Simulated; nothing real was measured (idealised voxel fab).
A process module follows: voxel ribs on slabs.
Section shown: cut. Width: 145 nm. Cell size: 5 nm, square.
If you're reading a cross-section in this doc, picture square cells in a grid; it comes to you as bands, top ones listed first down to the bottom, and a band can be one or more rows of cells.
Per band: top height and bottom height in nm, followed by the left-to-right materials and their widths in nm; "throughout" marks a single material spanning edge to edge, "air" marks empty space.
Heights are expressed relative to 0, this being the level below which the as-received wafer comprises one material exclusively. The lowest band is unbounded in the downward direction and is denoted as in "z 0 and below".
The notation "30->40" denotes a width that varies across the rows of cells in the band, beginning at the first number in the top row, finishing at the second number in the bottom row, and changing by an identical amount from each row to the next.
Any step labelled "no alteration" changed none of the cells in the cross-section.
Empty spaces without an open route to the top, at least 8 cells in extent, make up the entry "Voids, enclosed"; each is given as width x height at distance, where the distance is measured from the left edge, and all are in nm.
What comes after the settings on a step's line is commentary from the simulator itself on that step.
"overlay nm" denotes, for a step that has a mask, the displacement of the mask to the right of its planned place, with negative values corresponding to the left.
Pairs ahead. Before: cross-section ahead of one process step. After: cross-section once the step is done, shown to the lowest changed band only. Under each pair: that step, with settings. Caution: pairs may come from different runs of this module on the same starting wafer; a pair follows the pair above only where its "Status quo ante" entry says so.
Status quo ante
  z 55 to 50  air=30; polySi=25; air=30; polySi=25; air=35
  z 50 to 35  polySi=55; air=30; polySi=60
  z 35 to 30  polySi throughout
  z 30 to 0  SiO2 throughout
  z 0 and below  Si throughout
  Voids, enclosed: none
Step Result
  z 80 to 55  SiO2 throughout
  z 55 to 50  SiO2=30; polySi=25; SiO2=30; polySi=25; SiO2=35
  z 50 to 35  polySi=55; SiO2=30; polySi=60
  Below a height of 35, the structure has not been altered.
  Voids, enclosed: none
Which operation links the two cross-sections above? FILL_DEP [material SiO2] [thk nm 25]
Status quo ante: This step starts from the configuration shown after the step in the pair immediately above.
Step Result
  z 70 to 55  SiO2 throughout
  Below a height of 55, the structure has not been altered.
  Voids, enclosed: none
Which operation links the two cross-sections above? CMP [height nm 70]
Status quo ante: This step starts from the configuration shown after the step in the pair immediately above.
Step Result
  z 75 to 70  W throughout
  Below a height of 70, the structure has not been altered.
  Voids, enclosed: none
Which operation links the two cross-sections above? DIRECTIONAL_DEP [material W] [thk nm 5]
Status quo ante: This step starts from the configuration shown after the step in the pair immediately above.
Step Result
  z 75 to 70  air=50; W=40; air=55
  Below a height of 70, the structure has not been altered.
  Voids, enclosed: none
Which operation links the two cross-sections above? MASKED_ETCH [tone cover] [mask id HEATER] [width nm 40] [etch materials W] [depth nm 5] [overlay nm 0]
Status quo ante: This step starts from the configuration shown after the step in the pair immediately above.
Step Result
  z 80 to 75  air=45; SiN=50; air=50
  z 75 to 70  SiN=50; W=40; SiN=55
  Below a height of 70, the structure has not been altered.
  Voids, enclosed: none
Which operation links the two cross-sections above? CONFORMAL_DEP [material SiN] [thk nm 5]
